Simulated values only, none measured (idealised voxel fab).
The name of this process module is voxel self aligned vias.
Square cell edge 5 nm, section width 270 nm, ID cut.
Notation: cross-section as square-cell grid; stated in bands, top first, going down; one or more cell rows per band. For a band, the entry starts with two heights in nm, that of the top and then that of the bottom, and carries on with the band's materials in order from left to right, each alongside its width in nm; the word "everywhere" beside a single material means it fills the band edge to edge, and "air" means empty space. Height 0 is the level under which the wafer as received is all one material. The lowest band goes on downwards, as in "0 -> down". A width given as "30->40" starts at the first number in the band's top row and ends at the second number in its bottom row, shifting by an equal amount at every step from row to row. Step marked "no alterations made"? Then no cell in the cross-section changed in it. Under "Enclosed void listing" you'll find the enclosed gaps, the ones with no way out to the top, that are 8 cells or bigger; each reads width x height at distance, with distance counted from the left edge, everything in nm. The remark found on a step's line after its settings is issued by the simulator itself and pertains to that step. Steps that use a mask can have "overlay nm" on their line. It says how far the mask sat to the right of where it was meant to be. Negative means to the left.

LISTED BELOW ARE THE PROCESS STEPS AS PLANNED
1) RECEIVE, material Si
2) CONFORMAL_DEP, material SiO2, thk nm 10
3) CONFORMAL_DEP, material SiCN, thk nm 5
4) DIRECTIONAL_DEP, material SiO2, thk nm 20
5) MASKED_ETCH, tone open, mask id LINES, width nm 30, pitch nm 60, etch materials SiO2, depth nm 20, overlay nm 0
6) CONFORMAL_DEP, material TiN, thk nm 5
7) FILL_DEP, material Ru, thk nm 10
8) CMP, height nm 35
9) SELECTIVE_ETCH, etch materials W Ru TiN, depth nm 10
10) FILL_DEP, material SiN, thk nm 10
11) CMP, height nm 35
12) DIRECTIONAL_DEP, material SiO2, thk nm 15
13) MASKED_ETCH, tone open, mask id VIAS, width nm 40, etch materials SiO2, depth nm 15, overlay nm 0
14) MASKED_ETCH, tone open, mask id VIAS, width nm 40, etch materials SiN, depth nm 10, overlay nm 0
15) CONFORMAL_DEP, material TiN, thk nm 5
16) FILL_DEP, material Ru, thk nm 10
17) CMP, height nm 50
18) CONFORMAL_DEP, material SiN, thk nm 5

CROSS-SECTION OF THE WAFER AS IT CAME TO US, I.E., ALREADY THROUGH STEP 1
- 0 -> down | Si everywhere
- Enclosed void listing: none

FINAL WAFER PROFILE IN CROSS-SECTION AFTER THE MODULE, FROM THE SAME START AND PLAN AS ABOVE, WITH ONE MISTAKE MADE DURING PROCESSING
- 55 -> 50 | SiN everywhere
- 50 -> 35 | SiO2 (85); TiN (5); Ru (30); TiN (5); SiO2 (145)
- 35 -> 30 | SiN (85); TiN (5); Ru (30); TiN (5); SiN (145)
- 30 -> 25 | SiN (85); TiN (40); SiN (145)
- 25 -> 10 | SiO2 (90); TiN (5); Ru (20); TiN (5); SiO2 (30); TiN (5); Ru (20); TiN (5); SiO2 (90)
- 10 -> 5 | SiO2 (90); TiN (30); SiO2 (30); TiN (30); SiO2 (90)
- 5 -> 0 | SiCN everywhere
- 0 -> down | Si everywhere
- Enclosed void listing: none
Against the plan, the run slipped here: step 2 of the plan did not run at all; it was left out
